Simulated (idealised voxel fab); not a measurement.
Module name: voxel quadruple lines (process module)
Section shown: cut. Width: 260 nm. Cell size: 5 nm, square.
Cross-section format: a grid of square cells, given as bands from top to bottom; each band is one or more rows of cells. It is stipulated that each band's entry specify, in nanometres, the height of the top of the band and then that of its bottom, followed by the materials of the band in left-to-right sequence, each together with its width in nanometres. A single material marked by the word "throughout" is understood to fill the band from edge to edge; the word "empty" is understood to denote empty space. Heights from 0 (as-received wafer is one material below). Bottom band endless downward, as "0..down". The two numbers in a width such as "30 to 40" mark its ends across the band: the first belongs to the top row of cells, the second to the bottom row, and from each row to the next the width moves by the same amount. "changes: none" -> step changed no cross-section cell. The label "Sealed internal voids" introduces a list of the empty spaces, 8 cells or larger, that have no open way up to the top; each entry in it reads width x height at distance, where the distance is taken from the left edge and all three are stated in nm. The remark found on a step's line after its settings is issued by the simulator itself and pertains to that step. Each step line may optionally specify "overlay nm", which for a step with a mask gives the rightward distance between the mask's planned place and where it lay, a negative value indicating the leftward direction.

**Planned step list for the process**
1. RECEIVE | material Si
2. CONFORMAL_DEP | material Al2O3 | thk nm 5
3. DIRECTIONAL_DEP | material W | thk nm 15
4. DIRECTIONAL_DEP | material polySi | thk nm 20
5. DIRECTIONAL_DEP | material aC | thk nm 20
6. PATTERN | tone cover | mask id MANDREL | material resist | width nm 20 | thk nm 30 | overlay nm 0
7. DIRECTIONAL_ETCH | etch materials aC | depth nm 20
8. STRIP | etch materials resist
9. CONFORMAL_DEP | material SiO2 | thk nm 10
10. DIRECTIONAL_ETCH | etch materials SiO2 | depth nm 10
11. STRIP | etch materials aC
12. DIRECTIONAL_ETCH | etch materials polySi | depth nm 20
13. STRIP | etch materials SiO2
14. CONFORMAL_DEP | material SiCN | thk nm 5
15. DIRECTIONAL_ETCH | etch materials SiCN | depth nm 5
16. STRIP | etch materials polySi
17. DIRECTIONAL_ETCH | etch materials W | depth nm 15
18. STRIP | etch materials SiCN

**Wafer as received: cross-section following step 1**
	0..down: Si throughout
	Sealed internal voids: none

**Cross-sectional view of the first of the two wafers upon completion of the module, processed in accordance with the plan**
	20..5: 105 of empty, then 5 of W, then 10 of empty, then 5 of W, then 10 of empty, then 5 of W, then 10 of empty, then 5 of W, then 105 of empty
	5..0: Al2O3 throughout
	0..down: Si throughout
	Sealed internal voids: none

**second wafer at the end: like start, like plan, one mistake**
	35..20: 105 of empty, then 5 of W, then 10 of empty, then 5 of W, then 10 of empty, then 5 of W, then 10 of empty, then 5 of W, then 105 of empty
	20..5: W throughout
	5..0: Al2O3 throughout
	0..down: Si throughout
	Sealed internal voids: none
Finding, execution versus plan: step 3 in the plan was executed twice
Heads up, by the end the second wafer has more or fewer cells of some materials compared to the first: W +156
